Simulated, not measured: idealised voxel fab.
Presented below is a process module, voxel transistor to metal.
The figure presents cross-section cut, which has a width of 170 nm and is divided into square cells with an edge length of 5 nm.
Reading order for cross-sections: top band down to bottom band. Underlying form: a grid of square cells. Band size: one or more rows of cells. What a band's entry tells you: where the top is and where the bottom is, as heights in nm, and after that what lies inside, material by material from left to right, each with its width in nm. Empty space is written as the word "air", and a single material marked with the word "everywhere" occupies the band from edge to edge. For the purposes of this specification, 0 denotes the height below which the wafer in its as-received condition is composed wholly of one material, and the lowermost band, lacking a lower limit, extends downward without end, as expressed in "0 -> down". Note: "30..40" means the width goes from the first number (top row of the band) to the second number (bottom row) in equal steps per row of cells. Take "remains unaltered" at face value: in the step it is given for, the cross-section changed in none of its cells. Entry "Closed void listing". Content: empty spaces with no open connection to the top, size 8 cells or greater. Each: width x height at distance. Distance: from left edge. Unit: nm. Step line, after settings: the simulator's comment on this step. overlay nm, on a step with a mask: how far to the right of its planned place the mask lay; to the left if negative.

-- Steps planned for the process
| 1 | RECEIVE,material Si |
| 2 | CONFORMAL_DEP,material SiO2,thk nm 5 |
| 3 | CONFORMAL_DEP,material SiN,thk nm 15 |
| 4 | DIRECTIONAL_DEP,material aC,thk nm 10 |
| 5 | PATTERN,tone cover,mask id ACTIVE,material resist,width nm 130,thk nm 30,overlay nm 0 |
| 6 | DIRECTIONAL_ETCH,etch materials aC,depth nm 10 |
| 7 | STRIP,etch materials resist |
| 8 | DIRECTIONAL_ETCH,etch materials SiN,depth nm 15 |
| 9 | DIRECTIONAL_ETCH,etch materials SiO2,depth nm 5 |
| 10 | DIRECTIONAL_ETCH,etch materials Si,depth nm 30 |
| 11 | STRIP,etch materials aC |
| 12 | OXIDIZE,depth nm 5 |
| 13 | FILL_DEP,material SiO2,thk nm 5 |
| 14 | CMP,height nm 20 |
| 15 | SELECTIVE_ETCH,etch materials SiO2,depth nm 5 |
| 16 | STRIP,etch materials SiN |
| 17 | SELECTIVE_ETCH,etch materials SiO2,depth nm 5 |
| 18 | OXIDIZE,depth nm 5 |
| 19 | DIRECTIONAL_DEP,material polySi,thk nm 30 |
| 20 | DIRECTIONAL_DEP,material SiCN,thk nm 10 |
| 21 | MASKED_ETCH,tone cover,mask id GATE,width nm 30,etch materials SiCN,depth nm 20,overlay nm 0 |
| 22 | MASKED_ETCH,tone cover,mask id GATE,width nm 30,etch materials polySi,depth nm 40,overlay nm 0 |
| 23 | CONFORMAL_DEP,material SiO2,thk nm 5 |
| 24 | DIRECTIONAL_ETCH,etch materials SiO2,depth nm 5 |
| 25 | CONFORMAL_DEP,material SiN,thk nm 10 |
| 26 | DIRECTIONAL_ETCH,etch materials SiN,depth nm 10 |
| 27 | DIRECTIONAL_ETCH,etch materials SiO2,depth nm 5 |
| 28 | EPI,material pSi,thk nm 5 |
| 29 | FILL_DEP,material SiO2,thk nm 10 |
| 30 | CMP,height nm 30 |
| 31 | STRIP,etch materials polySi |
| 32 | SELECTIVE_ETCH,etch materials SiO2,depth nm 5 |
| 33 | CONFORMAL_DEP,material HfO2,thk nm 5 |
| 34 | CONFORMAL_DEP,material TiN,thk nm 5 |
| 35 | FILL_DEP,material W,thk nm 10 |
| 36 | CMP,height nm 25 |
| 37 | DIRECTIONAL_DEP,material SiO2,thk nm 15 |
| 38 | MASKED_ETCH,tone open,mask id CONTACT,width nm 20,pitch nm 90,etch materials SiO2,depth nm 40,overlay nm 0 |
| 39 | CONFORMAL_DEP,material TiN,thk nm 5 |
| 40 | FILL_DEP,material Ru,thk nm 5 |
| 41 | CMP,height nm 40 |
| 42 | CONFORMAL_DEP,material SiN,thk nm 5 |
| 43 | DIRECTIONAL_DEP,material lowk,thk nm 15 |
| 44 | PATTERN,tone open,mask id METAL_1,material resist,width nm 20,pitch nm 90,thk nm 20,overlay nm 0 |
| 45 | DIRECTIONAL_ETCH,etch materials lowk,depth nm 15 |
| 46 | DIRECTIONAL_ETCH,etch materials SiN,depth nm 5 |
| 47 | STRIP,etch materials resist |
| 48 | CONFORMAL_DEP,material TiN,thk nm 5 |
| 49 | FILL_DEP,material Cu,thk nm 5 |
| 50 | CMP,height nm 60 |
| 51 | CONFORMAL_DEP,material SiCN,thk nm 5 |
| 52 | DIRECTIONAL_DEP,material SiO2,thk nm 30 |
| 53 | PATTERN,tone open,mask id METAL_2,material resist,width nm 20,pitch nm 90,thk nm 20,overlay nm 0 |
| 54 | DIRECTIONAL_ETCH,etch materials SiO2,depth nm 20 |
| 55 | STRIP,etch materials resist |
| 56 | DIRECTIONAL_DEP,material aC,thk nm 10 |
| 57 | PATTERN,tone open,mask id METAL_2_HOLES,material resist,width nm 15,pitch nm 90,thk nm 30,overlay nm 0 |
| 58 | DIRECTIONAL_ETCH,etch materials aC,depth nm 10 |
| 59 | STRIP,etch materials resist |
| 60 | DIRECTIONAL_ETCH,etch materials SiO2,depth nm 10 |
| 61 | DIRECTIONAL_ETCH,etch materials SiCN,depth nm 5 |
| 62 | STRIP,etch materials aC |
| 63 | CONFORMAL_DEP,material TiN,thk nm 5 |
| 64 | FILL_DEP,material Cu,thk nm 10 |
| 65 | CMP,height nm 95 |
| 66 | CONFORMAL_DEP,material SiCN,thk nm 5 |

-- Below: the first of two wafers, run as planned

-- Cross-section: wafer on arrival = after step 1
    0 -> down = Si everywhere
    Closed void listing: none

-- How the wafer stands in section after step 2
    5 -> 0 = SiO2 everywhere
    Whatever lies below 0 is exactly as it was before.

-- How the wafer stands in section after step 3
    20 -> 5 = SiN everywhere
    Whatever lies below 5 is exactly as it was before.

-- How the wafer stands in section after step 4
    30 -> 20 = aC everywhere
    Whatever lies below 20 is exactly as it was before.

-- How the wafer stands in section after step 5
    60 -> 30 = air=20; resist=130; air=20
    Whatever lies below 30 is exactly as it was before.

-- How the wafer stands in section after step 6
    50 -> 30 = air=20; resist=130; air=20
    30 -> 20 = air=20; aC=130; air=20
    Whatever lies below 20 is exactly as it was before.

-- How the wafer stands in section after step 7
    30 -> 20 = air=20; aC=130; air=20
    Whatever lies below 20 is exactly as it was before.

-- How the wafer stands in section after step 8
    30 -> 20 = air=20; aC=130; air=20
    20 -> 5 = air=20; SiN=130; air=20
    Whatever lies below 5 is exactly as it was before.

-- How the wafer stands in section after step 9
    30 -> 20 = air=20; aC=130; air=20
    20 -> 5 = air=20; SiN=130; air=20
    5 -> 0 = air=20; SiO2=130; air=20
    Whatever lies below 0 is exactly as it was before.

-- How the wafer stands in section after step 10
    30 -> 20 = air=20; aC=130; air=20
    20 -> 5 = air=20; SiN=130; air=20
    5 -> 0 = air=20; SiO2=130; air=20
    0 -> -30 = air=20; Si=130; air=20
    Whatever lies below -30 is exactly as it was before.

-- How the wafer stands in section after step 11
    20 -> 5 = air=20; SiN=130; air=20
    Whatever lies below 5 is exactly as it was before.

-- How the wafer stands in section after step 12
    20 -> 5 = air=20; SiN=130; air=20
    5 -> 0 = air=20; SiO2=130; air=20
    0 -> -30 = air=20; SiO2=5; Si=120; SiO2=5; air=20
    -30 -> -35 = SiO2=25; Si=120; SiO2=25
    Whatever lies below -35 is exactly as it was before.

-- How the wafer stands in section after step 13
    25 -> 20 = SiO2 everywhere
    20 -> 5 = SiO2=20; SiN=130; SiO2=20
    5 -> 0 = SiO2 everywhere
    0 -> -35 = SiO2=25; Si=120; SiO2=25
    Whatever lies below -35 is exactly as it was before.

-- How the wafer stands in section after step 14
    20 -> 5 = SiO2=20; SiN=130; SiO2=20
    Whatever lies below 5 is exactly as it was before.

-- How the wafer stands in section after step 15
    20 -> 15 = air=20; SiN=130; air=20
    Whatever lies below 15 is exactly as it was before.

-- How the wafer stands in section after step 16
    15 -> 5 = SiO2=20; air=130; SiO2=20
    Whatever lies below 5 is exactly as it was before.

-- How the wafer stands in section after step 17
    10 -> 0 = SiO2=15; air=140; SiO2=15
    Whatever lies below 0 is exactly as it was before.

-- How the wafer stands in section after step 18
    10 -> 0 = SiO2=15; air=140; SiO2=15
    0 -> -5 = SiO2 everywhere
    Whatever lies below -5 is exactly as it was before.

-- How the wafer stands in section after step 19
    40 -> 30 = polySi=15; air=140; polySi=15
    30 -> 10 = polySi everywhere
    10 -> 0 = SiO2=15; polySi=140; SiO2=15
    Whatever lies below 0 is exactly as it was before.

-- How the wafer stands in section after step 20
    50 -> 40 = SiCN=15; air=140; SiCN=15
    40 -> 30 = polySi=15; SiCN=140; polySi=15
    Whatever lies below 30 is exactly as it was before.

-- How the wafer stands in section after step 21
    40 -> 30 = polySi=15; air=55; SiCN=30; air=55; polySi=15
    Whatever lies below 30 is exactly as it was before.

-- How the wafer stands in section after step 22
    40 -> 30 = air=70; SiCN=30; air=70
    30 -> 10 = air=70; polySi=30; air=70
    10 -> 0 = SiO2=15; air=55; polySi=30; air=55; SiO2=15
    Whatever lies below 0 is exactly as it was before.

-- How the wafer stands in section after step 23
    45 -> 40 = air=65; SiO2=40; air=65
    40 -> 30 = air=65; SiO2=5; SiCN=30; SiO2=5; air=65
    30 -> 15 = air=65; SiO2=5; polySi=30; SiO2=5; air=65
    15 -> 5 = SiO2=20; air=45; SiO2=5; polySi=30; SiO2=5; air=45; SiO2=20
    5 -> 0 = SiO2=70; polySi=30; SiO2=70
    Whatever lies below 0 is exactly as it was before.

-- How the wafer stands in section after step 24
    40 -> 30 = air=65; SiO2=5; SiCN=30; SiO2=5; air=65
    30 -> 10 = air=65; SiO2=5; polySi=30; SiO2=5; air=65
    10 -> 0 = SiO2=20; air=45; SiO2=5; polySi=30; SiO2=5; air=45; SiO2=20
    Whatever lies below 0 is exactly as it was before.

-- How the wafer stands in section after step 25
    50 -> 40 = air=55; SiN=60; air=55
    40 -> 30 = air=55; SiN=10; SiO2=5; SiCN=30; SiO2=5; SiN=10; air=55
    30 -> 20 = air=55; SiN=10; SiO2=5; polySi=30; SiO2=5; SiN=10; air=55
    20 -> 10 = SiN=30; air=25; SiN=10; SiO2=5; polySi=30; SiO2=5; SiN=10; air=25; SiN=30
    10 -> 0 = SiO2=20; SiN=45; SiO2=5; polySi=30; SiO2=5; SiN=45; SiO2=20
    Whatever lies below 0 is exactly as it was before.

-- How the wafer stands in section after step 26
    40 -> 30 = air=55; SiN=10; SiO2=5; SiCN=30; SiO2=5; SiN=10; air=55
    30 -> 10 = air=55; SiN=10; SiO2=5; polySi=30; SiO2=5; SiN=10; air=55
    10 -> 0 = SiO2=20; SiN=10; air=25; SiN=10; SiO2=5; polySi=30; SiO2=5; SiN=10; air=25; SiN=10; SiO2=20
    Whatever lies below 0 is exactly as it was before.

-- How the wafer stands in section after step 27
    40 -> 35 = air=55; SiN=10; air=5; SiCN=30; air=5; SiN=10; air=55
    35 -> 30 = air=55; SiN=10; SiO2=5; SiCN=30; SiO2=5; SiN=10; air=55
    30 -> 10 = air=55; SiN=10; SiO2=5; polySi=30; SiO2=5; SiN=10; air=55
    10 -> 5 = air=20; SiN=10; air=25; SiN=10; SiO2=5; polySi=30; SiO2=5; SiN=10; air=25; SiN=10; air=20
    5 -> 0 = SiO2=20; SiN=10; air=25; SiN=10; SiO2=5; polySi=30; SiO2=5; SiN=10; air=25; SiN=10; SiO2=20
    0 -> -5 = SiO2=30; air=25; SiO2=60; air=25; SiO2=30
    Whatever lies below -5 is exactly as it was before.

-- How the wafer stands in section after step 28
    40 -> 35 = air=55; SiN=10; air=5; SiCN=30; air=5; SiN=10; air=55
    35 -> 30 = air=55; SiN=10; SiO2=5; SiCN=30; SiO2=5; SiN=10; air=55
    30 -> 10 = air=55; SiN=10; SiO2=5; polySi=30; SiO2=5; SiN=10; air=55
    10 -> 5 = air=20; SiN=10; air=25; SiN=10; SiO2=5; polySi=30; SiO2=5; SiN=10; air=25; SiN=10; air=20
    5 -> 0 = SiO2=20; SiN=10; air=25; SiN=10; SiO2=5; polySi=30; SiO2=5; SiN=10; air=25; SiN=10; SiO2=20
    0 -> -5 = SiO2=30; pSi=25; SiO2=60; pSi=25; SiO2=30
    Whatever lies below -5 is exactly as it was before.

-- How the wafer stands in section after step 29
    50 -> 40 = SiO2 everywhere
    40 -> 30 = SiO2=55; SiN=10; SiO2=5; SiCN=30; SiO2=5; SiN=10; SiO2=55
    30 -> 10 = SiO2=55; SiN=10; SiO2=5; polySi=30; SiO2=5; SiN=10; SiO2=55
    10 -> 0 = SiO2=20; SiN=10; SiO2=25; SiN=10; SiO2=5; polySi=30; SiO2=5; SiN=10; SiO2=25; SiN=10; SiO2=20
    Whatever lies below 0 is exactly as it was before.

-- How the wafer stands in section after step 30
    30 -> 10 = SiO2=55; SiN=10; SiO2=5; polySi=30; SiO2=5; SiN=10; SiO2=55
    Whatever lies below 10 is exactly as it was before.

-- How the wafer stands in section after step 31
    30 -> 10 = SiO2=55; SiN=10; SiO2=5; air=30; SiO2=5; SiN=10; SiO2=55
    10 -> 0 = SiO2=20; SiN=10; SiO2=25; SiN=10; SiO2=5; air=30; SiO2=5; SiN=10; SiO2=25; SiN=10; SiO2=20
    Whatever lies below 0 is exactly as it was before.

-- How the wafer stands in section after step 32
    30 -> 25 = air=55; SiN=10; air=40; SiN=10; air=55
    25 -> 10 = SiO2=55; SiN=10; air=40; SiN=10; SiO2=55
    10 -> 0 = SiO2=20; SiN=10; SiO2=25; SiN=10; air=40; SiN=10; SiO2=25; SiN=10; SiO2=20
    0 -> -5 = SiO2=30; pSi=25; SiO2=10; air=40; SiO2=10; pSi=25; SiO2=30
    Whatever lies below -5 is exactly as it was before.

-- How the wafer stands in section after step 33
    35 -> 30 = air=50; HfO2=20; air=30; HfO2=20; air=50
    30 -> 25 = HfO2=55; SiN=10; HfO2=5; air=30; HfO2=5; SiN=10; HfO2=55
    25 -> 10 = SiO2=55; SiN=10; HfO2=5; air=30; HfO2=5; SiN=10; SiO2=55
    10 -> 0 = SiO2=20; SiN=10; SiO2=25; SiN=10; HfO2=5; air=30; HfO2=5; SiN=10; SiO2=25; SiN=10; SiO2=20
    0 -> -5 = SiO2=30; pSi=25; SiO2=10; HfO2=40; SiO2=10; pSi=25; SiO2=30
    Whatever lies below -5 is exactly as it was before.

-- How the wafer stands in section after step 34
    40 -> 35 = air=45; TiN=30; air=20; TiN=30; air=45
    35 -> 30 = TiN=50; HfO2=20; TiN=5; air=20; TiN=5; HfO2=20; TiN=50
    30 -> 25 = HfO2=55; SiN=10; HfO2=5; TiN=5; air=20; TiN=5; HfO2=5; SiN=10; HfO2=55
    25 -> 10 = SiO2=55; SiN=10; HfO2=5; TiN=5; air=20; TiN=5; HfO2=5; SiN=10; SiO2=55
    10 -> 5 = SiO2=20; SiN=10; SiO2=25; SiN=10; HfO2=5; TiN=5; air=20; TiN=5; HfO2=5; SiN=10; SiO2=25; SiN=10; SiO2=20
    5 -> 0 = SiO2=20; SiN=10; SiO2=25; SiN=10; HfO2=5; TiN=30; HfO2=5; SiN=10; SiO2=25; SiN=10; SiO2=20
    Whatever lies below 0 is exactly as it was before.

-- How the wafer stands in section after step 35
    50 -> 40 = W everywhere
    40 -> 35 = W=45; TiN=30; W=20; TiN=30; W=45
    35 -> 30 = TiN=50; HfO2=20; TiN=5; W=20; TiN=5; HfO2=20; TiN=50
    30 -> 25 = HfO2=55; SiN=10; HfO2=5; TiN=5; W=20; TiN=5; HfO2=5; SiN=10; HfO2=55
    25 -> 10 = SiO2=55; SiN=10; HfO2=5; TiN=5; W=20; TiN=5; HfO2=5; SiN=10; SiO2=55
    10 -> 5 = SiO2=20; SiN=10; SiO2=25; SiN=10; HfO2=5; TiN=5; W=20; TiN=5; HfO2=5; SiN=10; SiO2=25; SiN=10; SiO2=20
    Whatever lies below 5 is exactly as it was before.

-- How the wafer stands in section after step 36
    25 -> 10 = SiO2=55; SiN=10; HfO2=5; TiN=5; W=20; TiN=5; HfO2=5; SiN=10; SiO2=55
    Whatever lies below 10 is exactly as it was before.

-- How the wafer stands in section after step 37
    40 -> 25 = SiO2 everywhere
    Whatever lies below 25 is exactly as it was before.

-- How the wafer stands in section after step 38
    40 -> 25 = SiO2=30; air=20; SiO2=70; air=20; SiO2=30
    25 -> 10 = SiO2=30; air=20; SiO2=5; SiN=10; HfO2=5; TiN=5; W=20; TiN=5; HfO2=5; SiN=10; SiO2=5; air=20; SiO2=30
    10 -> 5 = SiO2=20; SiN=10; air=20; SiO2=5; SiN=10; HfO2=5; TiN=5; W=20; TiN=5; HfO2=5; SiN=10; SiO2=5; air=20; SiN=10; SiO2=20
    5 -> 0 = SiO2=20; SiN=10; air=20; SiO2=5; SiN=10; HfO2=5; TiN=30; HfO2=5; SiN=10; SiO2=5; air=20; SiN=10; SiO2=20
    Whatever lies below 0 is exactly as it was before.

-- How the wafer stands in section after step 39
    45 -> 40 = TiN=35; air=10; TiN=80; air=10; TiN=35
    40 -> 25 = SiO2=30; TiN=5; air=10; TiN=5; SiO2=70; TiN=5; air=10; TiN=5; SiO2=30
    25 -> 10 = SiO2=30; TiN=5; air=10; TiN=5; SiO2=5; SiN=10; HfO2=5; TiN=5; W=20; TiN=5; HfO2=5; SiN=10; SiO2=5; TiN=5; air=10; TiN=5; SiO2=30
    10 -> 5 = SiO2=20; SiN=10; TiN=5; air=10; TiN=5; SiO2=5; SiN=10; HfO2=5; TiN=5; W=20; TiN=5; HfO2=5; SiN=10; SiO2=5; TiN=5; air=10; TiN=5; SiN=10; SiO2=20
    5 -> 0 = SiO2=20; SiN=10; TiN=20; SiO2=5; SiN=10; HfO2=5; TiN=30; HfO2=5; SiN=10; SiO2=5; TiN=20; SiN=10; SiO2=20
    Whatever lies below 0 is exactly as it was before.

-- How the wafer stands in section after step 40
    50 -> 45 = Ru everywhere
    45 -> 40 = TiN=35; Ru=10; TiN=80; Ru=10; TiN=35
    40 -> 25 = SiO2=30; TiN=5; Ru=10; TiN=5; SiO2=70; TiN=5; Ru=10; TiN=5; SiO2=30
    25 -> 10 = SiO2=30; TiN=5; Ru=10; TiN=5; SiO2=5; SiN=10; HfO2=5; TiN=5; W=20; TiN=5; HfO2=5; SiN=10; SiO2=5; TiN=5; Ru=10; TiN=5; SiO2=30
    10 -> 5 = SiO2=20; SiN=10; TiN=5; Ru=10; TiN=5; SiO2=5; SiN=10; HfO2=5; TiN=5; W=20; TiN=5; HfO2=5; SiN=10; SiO2=5; TiN=5; Ru=10; TiN=5; SiN=10; SiO2=20
    Whatever lies below 5 is exactly as it was before.

-- How the wafer stands in section after step 41
    40 -> 25 = SiO2=30; TiN=5; Ru=10; TiN=5; SiO2=70; TiN=5; Ru=10; TiN=5; SiO2=30
    Whatever lies below 25 is exactly as it was before.

-- How the wafer stands in section after step 42
    45 -> 40 = SiN everywhere
    Whatever lies below 40 is exactly as it was before.

-- How the wafer stands in section after step 43
    60 -> 45 = lowk everywhere
    Whatever lies below 45 is exactly as it was before.

-- How the wafer stands in section after step 44
    80 -> 60 = resist=30; air=20; resist=70; air=20; resist=30
    Whatever lies below 60 is exactly as it was before.

-- How the wafer stands in section after step 45
    80 -> 60 = resist=30; air=20; resist=70; air=20; resist=30
    60 -> 45 = lowk=30; air=20; lowk=70; air=20; lowk=30
    Whatever lies below 45 is exactly as it was before.

-- How the wafer stands in section after step 46
    80 -> 60 = resist=30; air=20; resist=70; air=20; resist=30
    60 -> 45 = lowk=30; air=20; lowk=70; air=20; lowk=30
    45 -> 40 = SiN=30; air=20; SiN=70; air=20; SiN=30
    Whatever lies below 40 is exactly as it was before.

-- How the wafer stands in section after step 47
    60 -> 45 = lowk=30; air=20; lowk=70; air=20; lowk=30
    Whatever lies below 45 is exactly as it was before.

-- How the wafer stands in section after step 48
    65 -> 60 = TiN=35; air=10; TiN=80; air=10; TiN=35
    60 -> 45 = lowk=30; TiN=5; air=10; TiN=5; lowk=70; TiN=5; air=10; TiN=5; lowk=30
    45 -> 40 = SiN=30; TiN=20; SiN=70; TiN=20; SiN=30
    Whatever lies below 40 is exactly as it was before.

-- How the wafer stands in section after step 49
    70 -> 65 = Cu everywhere
    65 -> 60 = TiN=35; Cu=10; TiN=80; Cu=10; TiN=35
    60 -> 45 = lowk=30; TiN=5; Cu=10; TiN=5; lowk=70; TiN=5; Cu=10; TiN=5; lowk=30
    Whatever lies below 45 is exactly as it was before.

-- How the wafer stands in section after step 50
    60 -> 45 = lowk=30; TiN=5; Cu=10; TiN=5; lowk=70; TiN=5; Cu=10; TiN=5; lowk=30
    Whatever lies below 45 is exactly as it was before.

-- How the wafer stands in section after step 51
    65 -> 60 = SiCN everywhere
    Whatever lies below 60 is exactly as it was before.

-- How the wafer stands in section after step 52
    95 -> 65 = SiO2 everywhere
    Whatever lies below 65 is exactly as it was before.

-- How the wafer stands in section after step 53
    115 -> 95 = resist=30; air=20; resist=70; air=20; resist=30
    Whatever lies below 95 is exactly as it was before.

-- How the wafer stands in section after step 54
    115 -> 95 = resist=30; air=20; resist=70; air=20; resist=30
    95 -> 75 = SiO2=30; air=20; SiO2=70; air=20; SiO2=30
    Whatever lies below 75 is exactly as it was before.

-- How the wafer stands in section after step 55
    95 -> 75 = SiO2=30; air=20; SiO2=70; air=20; SiO2=30
    Whatever lies below 75 is exactly as it was before.

-- How the wafer stands in section after step 56
    105 -> 95 = aC=30; air=20; aC=70; air=20; aC=30
    95 -> 85 = SiO2=30; air=20; SiO2=70; air=20; SiO2=30
    85 -> 75 = SiO2=30; aC=20; SiO2=70; aC=20; SiO2=30
    Whatever lies below 75 is exactly as it was before.

-- How the wafer stands in section after step 57
    135 -> 105 = resist=30; air=15; resist=75; air=15; resist=35
    105 -> 95 = aC=30; air=15; resist=5; aC=70; air=15; resist=5; aC=30
    95 -> 85 = SiO2=30; air=15; resist=5; SiO2=70; air=15; resist=5; SiO2=30
    Whatever lies below 85 is exactly as it was before.

-- How the wafer stands in section after step 58
    125 -> 105 = resist=30; air=15; resist=75; air=15; resist=35
    105 -> 95 = aC=30; air=15; resist=5; aC=70; air=15; resist=5; aC=30
    95 -> 85 = SiO2=30; air=15; resist=5; SiO2=70; air=15; resist=5; SiO2=30
    85 -> 75 = SiO2=30; air=15; aC=5; SiO2=70; air=15; aC=5; SiO2=30
    Whatever lies below 75 is exactly as it was before.

-- How the wafer stands in section after step 59
    105 -> 95 = aC=30; air=20; aC=70; air=20; aC=30
    95 -> 85 = SiO2=30; air=20; SiO2=70; air=20; SiO2=30
    Whatever lies below 85 is exactly as it was before.

-- How the wafer stands in section after step 60
    105 -> 95 = aC=30; air=20; aC=70; air=20; aC=30
    95 -> 85 = SiO2=30; air=20; SiO2=70; air=20; SiO2=30
    85 -> 75 = SiO2=30; air=15; aC=5; SiO2=70; air=15; aC=5; SiO2=30
    75 -> 65 = SiO2=30; air=15; SiO2=75; air=15; SiO2=35
    Whatever lies below 65 is exactly as it was before.

-- How the wafer stands in section after step 61
    105 -> 95 = aC=30; air=20; aC=70; air=20; aC=30
    95 -> 85 = SiO2=30; air=20; SiO2=70; air=20; SiO2=30
    85 -> 75 = SiO2=30; air=15; aC=5; SiO2=70; air=15; aC=5; SiO2=30
    75 -> 65 = SiO2=30; air=15; SiO2=75; air=15; SiO2=35
    65 -> 60 = SiCN=30; air=15; SiCN=75; air=15; SiCN=35
    Whatever lies below 60 is exactly as it was before.

-- How the wafer stands in section after step 62
    95 -> 75 = SiO2=30; air=20; SiO2=70; air=20; SiO2=30
    Whatever lies below 75 is exactly as it was before.

-- How the wafer stands in section after step 63
    100 -> 95 = TiN=35; air=10; TiN=80; air=10; TiN=35
    95 -> 80 = SiO2=30; TiN=5; air=10; TiN=5; SiO2=70; TiN=5; air=10; TiN=5; SiO2=30
    80 -> 75 = SiO2=30; TiN=5; air=5; TiN=10; SiO2=70; TiN=5; air=5; TiN=10; SiO2=30
    75 -> 65 = SiO2=30; TiN=5; air=5; TiN=5; SiO2=75; TiN=5; air=5; TiN=5; SiO2=35
    65 -> 60 = SiCN=30; TiN=15; SiCN=75; TiN=15; SiCN=35
    Whatever lies below 60 is exactly as it was before.

-- How the wafer stands in section after step 64
    110 -> 100 = Cu everywhere
    100 -> 95 = TiN=35; Cu=10; TiN=80; Cu=10; TiN=35
    95 -> 80 = SiO2=30; TiN=5; Cu=10; TiN=5; SiO2=70; TiN=5; Cu=10; TiN=5; SiO2=30
    80 -> 75 = SiO2=30; TiN=5; Cu=5; TiN=10; SiO2=70; TiN=5; Cu=5; TiN=10; SiO2=30
    75 -> 65 = SiO2=30; TiN=5; Cu=5; TiN=5; SiO2=75; TiN=5; Cu=5; TiN=5; SiO2=35
    Whatever lies below 65 is exactly as it was before.

-- How the wafer stands in section after step 65
    95 -> 80 = SiO2=30; TiN=5; Cu=10; TiN=5; SiO2=70; TiN=5; Cu=10; TiN=5; SiO2=30
    Whatever lies below 80 is exactly as it was before.

-- How the wafer stands in section after step 66
    100 -> 95 = SiCN everywhere
    Whatever lies below 95 is exactly as it was before.

-- Okay, second wafer. Nothing different at the start, nothing different in the plan, just one mistake somewhere in the running. As far as step 52, counting that step, it's the first wafer all over again

-- Second wafer, section view, time point: scheduled end of step 53
    115 -> 95 = resist=20; air=20; resist=70; air=20; resist=40
    Whatever lies below 95 is exactly as it was before.

-- Second wafer, section view, time point: scheduled end of step 54
    115 -> 95 = resist=20; air=20; resist=70; air=20; resist=40
    95 -> 75 = SiO2=20; air=20; SiO2=70; air=20; SiO2=40
    Whatever lies below 75 is exactly as it was before.

-- Second wafer, section view, time point: scheduled end of step 55
    95 -> 75 = SiO2=20; air=20; SiO2=70; air=20; SiO2=40
    Whatever lies below 75 is exactly as it was before.

-- Second wafer, section view, time point: scheduled end of step 56
    105 -> 95 = aC=20; air=20; aC=70; air=20; aC=40
    95 -> 85 = SiO2=20; air=20; SiO2=70; air=20; SiO2=40
    85 -> 75 = SiO2=20; aC=20; SiO2=70; aC=20; SiO2=40
    Whatever lies below 75 is exactly as it was before.

-- Second wafer, section view, time point: scheduled end of step 57
    135 -> 105 = resist=30; air=15; resist=75; air=15; resist=35
    105 -> 95 = aC=20; resist=10; air=10; aC=70; resist=10; air=10; aC=40
    95 -> 85 = SiO2=20; resist=10; air=10; SiO2=70; resist=10; air=10; SiO2=40
    Whatever lies below 85 is exactly as it was before.

-- Second wafer, section view, time point: scheduled end of step 58
    125 -> 105 = resist=30; air=15; resist=75; air=15; resist=35
    105 -> 95 = aC=20; resist=10; air=15; aC=65; resist=10; air=15; aC=35
    95 -> 85 = SiO2=20; resist=10; air=10; SiO2=70; resist=10; air=10; SiO2=40
    85 -> 75 = SiO2=20; aC=10; air=10; SiO2=70; aC=10; air=10; SiO2=40
    Whatever lies below 75 is exactly as it was before.

-- Second wafer, section view, time point: scheduled end of step 59
    105 -> 95 = aC=20; air=25; aC=65; air=25; aC=35
    95 -> 85 = SiO2=20; air=20; SiO2=70; air=20; SiO2=40
    Whatever lies below 85 is exactly as it was before.

-- Second wafer, section view, time point: scheduled end of step 60
    105 -> 95 = aC=20; air=25; aC=65; air=25; aC=35
    95 -> 85 = SiO2=20; air=25; SiO2=65; air=25; SiO2=35
    85 -> 75 = SiO2=20; aC=10; air=10; SiO2=70; aC=10; air=10; SiO2=40
    75 -> 65 = SiO2=30; air=10; SiO2=80; air=10; SiO2=40
    Whatever lies below 65 is exactly as it was before.

-- Second wafer, section view, time point: scheduled end of step 61
    105 -> 95 = aC=20; air=25; aC=65; air=25; aC=35
    95 -> 85 = SiO2=20; air=25; SiO2=65; air=25; SiO2=35
    85 -> 75 = SiO2=20; aC=10; air=10; SiO2=70; aC=10; air=10; SiO2=40
    75 -> 65 = SiO2=30; air=10; SiO2=80; air=10; SiO2=40
    65 -> 60 = SiCN=30; air=10; SiCN=80; air=10; SiCN=40
    Whatever lies below 60 is exactly as it was before.

-- Second wafer, section view, time point: scheduled end of step 62
    95 -> 85 = SiO2=20; air=25; SiO2=65; air=25; SiO2=35
    85 -> 75 = SiO2=20; air=20; SiO2=70; air=20; SiO2=40
    Whatever lies below 75 is exactly as it was before.

-- Second wafer, section view, time point: scheduled end of step 63
    100 -> 95 = TiN=25; air=15; TiN=75; air=15; TiN=40
    95 -> 85 = SiO2=20; TiN=5; air=15..10; TiN=5..10; SiO2=65; TiN=5; air=15..10; TiN=5..10; SiO2=35
    85 -> 80 = SiO2=20; TiN=5; air=10; TiN=5; SiO2=70; TiN=5; air=10; TiN=5; SiO2=40
    80 -> 75 = SiO2=20; TiN=20; SiO2=70; TiN=20; SiO2=40
    75 -> 65 = SiO2=30; TiN=10; SiO2=80; TiN=10; SiO2=40
    65 -> 60 = SiCN=30; TiN=10; SiCN=80; TiN=10; SiCN=40
    Whatever lies below 60 is exactly as it was before.

-- Second wafer, section view, time point: scheduled end of step 64
    110 -> 100 = Cu everywhere
    100 -> 95 = TiN=25; Cu=15; TiN=75; Cu=15; TiN=40
    95 -> 85 = SiO2=20; TiN=5; Cu=15..10; TiN=5..10; SiO2=65; TiN=5; Cu=15..10; TiN=5..10; SiO2=35
    85 -> 80 = SiO2=20; TiN=5; Cu=10; TiN=5; SiO2=70; TiN=5; Cu=10; TiN=5; SiO2=40
    Whatever lies below 80 is exactly as it was before.

-- Second wafer, section view, time point: scheduled end of step 65
    95 -> 85 = SiO2=20; TiN=5; Cu=15..10; TiN=5..10; SiO2=65; TiN=5; Cu=15..10; TiN=5..10; SiO2=35
    Whatever lies below 85 is exactly as it was before.

-- Second wafer, section view, time point: scheduled end of step 66
    100 -> 95 = SiCN everywhere
    Whatever lies below 95 is exactly as it was before.
Run error: for step 53, the planned setting was not used; the step was instead run as PATTERN,tone open,mask id METAL_2,material resist,width nm 20,pitch nm 90,thk nm 20,overlay nm -10
Wafer comparison, final, in cells, second relative to first, materials more or fewer: 4 fewer of Cu | 2 more of SiCN | 2 more of TiN
